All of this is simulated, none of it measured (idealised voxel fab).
process module | voxel ribs on slabs
cross-section cut | 240 nm wide | cells 5 nm
A cross-section is a grid of square cells, given in bands from the top down. A band is one or more rows of cells.
Each band's line starts with the height of the band's top and of its bottom, in nm. Then come its materials from left to right, each with its width in nm. One material with "throughout" fills the band from edge to edge. "air" is empty space.
Height 0 is the level under which the wafer as received is all one material. The lowest band goes on downwards, as in "0 down".
A width such as "30 to 40" changes by the same amount from each row of cells to the next, from the band's top row to its bottom row.
"no change" after a step means that no cell of the cross-section changed.
closed voids: empty space of 8 cells or more with no open way to the top, each as width x height at its distance from the left edge, in nm
after a step's settings: what the simulator itself notes on the step
overlay nm, on a step with a mask: how far to the right of its planned place the mask lay; to the left if negative
plan
1 op RECEIVE | material Si
2 op DIRECTIONAL_DEP | material SiO2 | thk nm 30
3 op DIRECTIONAL_DEP | material SiN | thk nm 20
4 op MASKED_ETCH | tone cover | mask id RIB | width nm 30 | etch materials SiN | depth nm 10 | overlay nm 0
5 op PATTERN | tone cover | mask id SLAB | material resist | width nm 50 | thk nm 20 | overlay nm 0
6 op DIRECTIONAL_ETCH | etch materials SiN | depth nm 10
7 op STRIP | etch materials resist
8 op FILL_DEP | material SiO2 | thk nm 20
9 op CMP | height nm 60
10 op DIRECTIONAL_DEP | material TiN | thk nm 10
11 op MASKED_ETCH | tone cover | mask id HEATER | width nm 40 | etch materials TiN | depth nm 10 | overlay nm 0
12 op CONFORMAL_DEP | material SiO2 | thk nm 5
varied across the wafers: width nm of step 5. The plan shows the first wafer's value. All wafers start alike
first wafer as received, after step 1
  0 down: Si throughout
  closed voids: none
first wafer at the end, after step 12
  75 to 70: air 95 | SiO2 50 | air 95
  70 to 65: air 95 | SiO2 5 | TiN 40 | SiO2 5 | air 95
  65 to 60: SiO2 100 | TiN 40 | SiO2 100
  60 to 50: SiO2 throughout
  50 to 40: SiO2 105 | SiN 30 | SiO2 105
  40 to 30: SiO2 95 | SiN 50 | SiO2 95
  30 to 0: SiO2 throughout
  0 down: Si throughout
  closed voids: none
last wafer at the end
  75 to 70: air 95 | SiO2 50 | air 95
  70 to 65: air 95 | SiO2 5 | TiN 40 | SiO2 5 | air 95
  65 to 60: SiO2 100 | TiN 40 | SiO2 100
  60 to 50: SiO2 throughout
  50 to 40: SiO2 105 | SiN 30 | SiO2 105
  40 to 30: SiO2 85 | SiN 75 | SiO2 80
  30 to 0: SiO2 throughout
  0 down: Si throughout
  closed voids: none
each wafer at the end: cells of each material gained (+) or lost (-) since it was received, then its closed voids
width nm 50 | +32 SiN | +596 SiO2 | +16 TiN | closed voids: none
width nm 55 | +34 SiN | +594 SiO2 | +16 TiN | closed voids: none
width nm 60 | +36 SiN | +592 SiO2 | +16 TiN | closed voids: none
width nm 65 | +38 SiN | +590 SiO2 | +16 TiN | closed voids: none
width nm 70 | +40 SiN | +588 SiO2 | +16 TiN | closed voids: none
width nm 75 | +42 SiN | +586 SiO2 | +16 TiN | closed voids: none
